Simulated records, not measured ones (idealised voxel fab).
Process module under the name voxel released beams
This is section cut - it's 140 nm across, gridded in 5 nm square cells.
Cross-section spec: square-cell grid; bands listed top down; each band is one or more rows. A band entry consists of two parts. The first gives the height of the band's top and the height of its bottom, in nm. The rest lists the band's materials from left to right, each with its width in nm. A single material labelled with the word "all across" fills the band from edge to edge, and the word "air" marks empty space. Height is counted from the level 0, under which the received wafer is composed throughout of one material. The lowest of the bands is not closed at the bottom but continues downward, in the notation "z 0 and below". Read "30..40" as a graded width: first number on top, second number at the bottom, same change between each pair of neighbouring rows. Where the words "nothing altered" appear for a step, the cross-section shows no cell changed by that step; every cell remained as before. You'll see "Sealed-off cavities" listing empty spaces that have no way open to the top, as long as they're 8 cells or more; the notation is width x height at distance, where the distance is from the left edge, and all of it is in nm. Note: text after step settings on the step line = simulator remark on that step. overlay nm: where the mask lay relative to plan, measured to the right, on steps with a mask; negatives go left.
# Planned step list for the process
1 RECEIVE: material Si
2 CONFORMAL_DEP: material Al2O3, thk nm 10
3 DIRECTIONAL_DEP: material SiO2, thk nm 20
4 DIRECTIONAL_DEP: material aC, thk nm 10
5 PATTERN: tone open, mask id ANCHOR, material resist, width nm 35, thk nm 25, overlay nm 0
6 DIRECTIONAL_ETCH: etch materials aC, depth nm 10
7 STRIP: etch materials resist
8 DIRECTIONAL_ETCH: etch materials SiO2, depth nm 20
9 STRIP: etch materials aC
10 CONFORMAL_DEP: material W, thk nm 15
11 MASKED_ETCH: tone cover, mask id BEAM, width nm 105, etch materials W, depth nm 15, overlay nm 0
12 STRIP: etch materials SiO2
# Run as planned: first of two wafers
# Received-state cross-section, reflecting completion of step 1
  z 0 and below = Si all across
  Sealed-off cavities: none
# Wafer xsec, post step 2
  z 10 to 0 = Al2O3 all across
  Below 0, the layers are the same as they were.
# Wafer xsec, post step 3
  z 30 to 10 = SiO2 all across
  Below 10, the layers are the same as they were.
# Wafer xsec, post step 4
  z 40 to 30 = aC all across
  Below 30, the layers are the same as they were.
# Wafer xsec, post step 5
  z 65 to 40 = resist 20, then air 35, then resist 85
  Below 40, the layers are the same as they were.
# Wafer xsec, post step 6
  z 55 to 40 = resist 20, then air 35, then resist 85
  z 40 to 30 = aC 20, then air 35, then aC 85
  Below 30, the layers are the same as they were.
# Wafer xsec, post step 7
  z 40 to 30 = aC 20, then air 35, then aC 85
  Below 30, the layers are the same as they were.
# Wafer xsec, post step 8
  z 40 to 30 = aC 20, then air 35, then aC 85
  z 30 to 10 = SiO2 20, then air 35, then SiO2 85
  Below 10, the layers are the same as they were.
# Wafer xsec, post step 9
  z 30 to 10 = SiO2 20, then air 35, then SiO2 85
  Below 10, the layers are the same as they were.
# Wafer xsec, post step 10
  z 45 to 30 = W 35, then air 5, then W 100
  z 30 to 25 = SiO2 20, then W 15, then air 5, then W 15, then SiO2 85
  z 25 to 10 = SiO2 20, then W 35, then SiO2 85
  Below 10, the layers are the same as they were.
# Wafer xsec, post step 11
  z 45 to 30 = air 15, then W 20, then air 5, then W 80, then air 20
  Below 30, the layers are the same as they were.
# Wafer xsec, post step 12
  z 45 to 30 = air 15, then W 20, then air 5, then W 80, then air 20
  z 30 to 25 = air 20, then W 15, then air 5, then W 15, then air 85
  z 25 to 10 = air 20, then W 35, then air 85
  Below 10, the layers are the same as they were.
# Okay, second wafer. Nothing different at the start, nothing different in the plan, just one mistake somewhere in the running. As far as step 4, counting that step, it's the first wafer all over again
# Second wafer, sectioned view, at step 5's planned end time
  z 65 to 40 = resist 25, then air 30, then resist 85
  Below 40, the layers are the same as they were.
# Second wafer, sectioned view, at step 6's planned end time
  z 55 to 40 = resist 25, then air 30, then resist 85
  z 40 to 30 = aC 25, then air 30, then aC 85
  Below 30, the layers are the same as they were.
# Second wafer, sectioned view, at step 7's planned end time
  z 40 to 30 = aC 25, then air 30, then aC 85
  Below 30, the layers are the same as they were.
# Second wafer, sectioned view, at step 8's planned end time
  z 40 to 30 = aC 25, then air 30, then aC 85
  z 30 to 10 = SiO2 25, then air 30, then SiO2 85
  Below 10, the layers are the same as they were.
# Second wafer, sectioned view, at step 9's planned end time
  z 30 to 10 = SiO2 25, then air 30, then SiO2 85
  Below 10, the layers are the same as they were.
# Second wafer, sectioned view, at step 10's planned end time
  z 45 to 30 = W all across
  z 30 to 10 = SiO2 25, then W 30, then SiO2 85
  Below 10, the layers are the same as they were.
# Second wafer, sectioned view, at step 11's planned end time
  z 45 to 30 = air 15, then W 105, then air 20
  Below 30, the layers are the same as they were.
# Second wafer, sectioned view, at step 12's planned end time
  z 45 to 30 = air 15, then W 105, then air 20
  z 30 to 10 = air 25, then W 30, then air 85
  Below 10, the layers are the same as they were.
what went wrong: heads up, step 5 didn't go per plan, it actually ran as PATTERN: tone open, mask id ANCHOR, material resist, width nm 30, thk nm 25, overlay nm 0
Final wafers compared: equal cell tally per material, rearranged layout.
